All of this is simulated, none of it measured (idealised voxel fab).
This section sets out a process module, namely voxel wiring stack.
The width of the displayed cross-section, cut, is 205 nm; its cells are square, with a size of 5 nm.
Cross-section, as written here: a square-cell grid given band by band from the top down, where a band holds one or more rows of cells. Band entry format. Leading values: height of top, height of bottom, nm. Remainder: materials in left-to-right order, each with its width in nm. Special words: "edge to edge" on a single material, which then fills the band edge to edge; "empty", empty space. The level at which height equals 0 is the one under which the wafer, as it arrives, is entirely one material. No lower edge exists for the bottom band, which continues downward and is notated as in "0 down". Quick explanation for "30..40": the width changes in equal steps down the rows of cells, from the first number in the band's top row to the second number in its bottom row. Where a step carries "changes: none", the cross-section came out of it unchanged, cell for cell. "Sealed void listing" means: voids of 8 cells or more that are shut off from the top with no open way through. Written width x height at distance, distance from the left edge, in nm. Post-settings text on a step line: simulator's own remark regarding the step. The optional step-line setting "overlay nm" applies to steps with a mask and quantifies how far to the right of its planned location the mask lay, a negative value indicating leftward placement.

These are the steps we planned for the process
1,op RECEIVE | material Si
2,op CONFORMAL_DEP | material SiO2 | thk nm 15
3,op CONFORMAL_DEP | material SiCN | thk nm 5
4,op DIRECTIONAL_DEP | material lowk | thk nm 25
5,op DIRECTIONAL_DEP | material aC | thk nm 10
6,op PATTERN | tone open | mask id METAL_1 | material resist | width nm 25 | pitch nm 50 | thk nm 30 | overlay nm 0
7,op DIRECTIONAL_ETCH | etch materials aC | depth nm 10
8,op STRIP | etch materials resist
9,op DIRECTIONAL_ETCH | etch materials lowk | depth nm 25
10,op DIRECTIONAL_ETCH | etch materials SiCN | depth nm 5
11,op STRIP | etch materials aC
12,op CONFORMAL_DEP | material TiN | thk nm 5
13,op FILL_DEP | material Cu | thk nm 10
14,op CMP | height nm 45
15,op CONFORMAL_DEP | material SiCN | thk nm 5
16,op DIRECTIONAL_DEP | material lowk | thk nm 15
17,op DIRECTIONAL_DEP | material aC | thk nm 15
18,op PATTERN | tone open | mask id PLUG_1 | material resist | width nm 15 | pitch nm 50 | thk nm 30 | overlay nm 0
19,op DIRECTIONAL_ETCH | etch materials aC | depth nm 15
20,op STRIP | etch materials resist
21,op DIRECTIONAL_ETCH | etch materials lowk | depth nm 15
22,op DIRECTIONAL_ETCH | etch materials SiCN | depth nm 5
23,op STRIP | etch materials aC
24,op CONFORMAL_DEP | material TiN | thk nm 5
25,op FILL_DEP | material Ru | thk nm 5
26,op CMP | height nm 65
27,op DIRECTIONAL_DEP | material TiN | thk nm 5
28,op DIRECTIONAL_DEP | material W | thk nm 20
29,op MASKED_ETCH | tone cover | mask id METAL_2 | width nm 25 | pitch nm 50 | etch materials W | depth nm 20 | overlay nm 0
30,op MASKED_ETCH | tone cover | mask id METAL_2 | width nm 15 | pitch nm 50 | etch materials TiN | depth nm 5 | overlay nm 0
31,op FILL_DEP | material SiO2 | thk nm 5
32,op CMP | height nm 90
33,op CONFORMAL_DEP | material SiN | thk nm 5
Among the wafers covered here, the point of difference is the width nm at step 30; their starting state is shared, and the plan presents the value of the first wafer.

First of several wafers (as received, post step 1), cross-sectional view
	0 down: Si edge to edge
	Sealed void listing: none

First wafer of several, cross-section, module end, after step 33 (last)
	95 to 90: SiN edge to edge
	90 to 70: SiO2 40 nm; W 25 nm; SiO2 25 nm; W 25 nm; SiO2 25 nm; W 25 nm; SiO2 40 nm
	70 to 65: SiO2 40 nm; TiN 25 nm; SiO2 25 nm; TiN 25 nm; SiO2 25 nm; TiN 25 nm; SiO2 40 nm
	65 to 50: lowk 40 nm; TiN 5 nm; Ru 5 nm; TiN 5 nm; lowk 35 nm; TiN 5 nm; Ru 5 nm; TiN 5 nm; lowk 35 nm; TiN 5 nm; Ru 5 nm; TiN 5 nm; lowk 50 nm
	50 to 45: SiCN 40 nm; TiN 15 nm; SiCN 35 nm; TiN 15 nm; SiCN 35 nm; TiN 15 nm; SiCN 50 nm
	45 to 20: lowk 40 nm; TiN 5 nm; Cu 15 nm; TiN 5 nm; lowk 25 nm; TiN 5 nm; Cu 15 nm; TiN 5 nm; lowk 25 nm; TiN 5 nm; Cu 15 nm; TiN 5 nm; lowk 40 nm
	20 to 15: SiCN 40 nm; TiN 25 nm; SiCN 25 nm; TiN 25 nm; SiCN 25 nm; TiN 25 nm; SiCN 40 nm
	15 to 0: SiO2 edge to edge
	0 down: Si edge to edge
	Sealed void listing: none

Cross-section, last wafer, module completion
	95 to 90: SiN edge to edge
	90 to 70: SiO2 40 nm; W 25 nm; SiO2 25 nm; W 25 nm; SiO2 25 nm; W 25 nm; SiO2 40 nm
	70 to 65: SiO2 35 nm; TiN 35 nm; SiO2 15 nm; TiN 35 nm; SiO2 15 nm; TiN 35 nm; SiO2 35 nm
	65 to 50: lowk 40 nm; TiN 5 nm; Ru 5 nm; TiN 5 nm; lowk 35 nm; TiN 5 nm; Ru 5 nm; TiN 5 nm; lowk 35 nm; TiN 5 nm; Ru 5 nm; TiN 5 nm; lowk 50 nm
	50 to 45: SiCN 40 nm; TiN 15 nm; SiCN 35 nm; TiN 15 nm; SiCN 35 nm; TiN 15 nm; SiCN 50 nm
	45 to 20: lowk 40 nm; TiN 5 nm; Cu 15 nm; TiN 5 nm; lowk 25 nm; TiN 5 nm; Cu 15 nm; TiN 5 nm; lowk 25 nm; TiN 5 nm; Cu 15 nm; TiN 5 nm; lowk 40 nm
	20 to 15: SiCN 40 nm; TiN 25 nm; SiCN 25 nm; TiN 25 nm; SiCN 25 nm; TiN 25 nm; SiCN 40 nm
	15 to 0: SiO2 edge to edge
	0 down: Si edge to edge
	Sealed void listing: none

Each row below is a wafer at the end of the module, listing for every material the number of cells it has gained (+) or lost (-) since it was received, followed by its closed voids
width nm 15, +45 Cu, +9 Ru, +58 SiCN, +41 SiN, +253 SiO2, +87 TiN, +60 W, +226 lowk, Sealed void listing: none
width nm 20, +45 Cu, +9 Ru, +58 SiCN, +41 SiN, +253 SiO2, +87 TiN, +60 W, +226 lowk, Sealed void listing: none
width nm 25, +45 Cu, +9 Ru, +58 SiCN, +41 SiN, +253 SiO2, +87 TiN, +60 W, +226 lowk, Sealed void listing: none
width nm 30, +45 Cu, +9 Ru, +58 SiCN, +41 SiN, +250 SiO2, +90 TiN, +60 W, +226 lowk, Sealed void listing: none
width nm 35, +45 Cu, +9 Ru, +58 SiCN, +41 SiN, +247 SiO2, +93 TiN, +60 W, +226 lowk, Sealed void listing: none
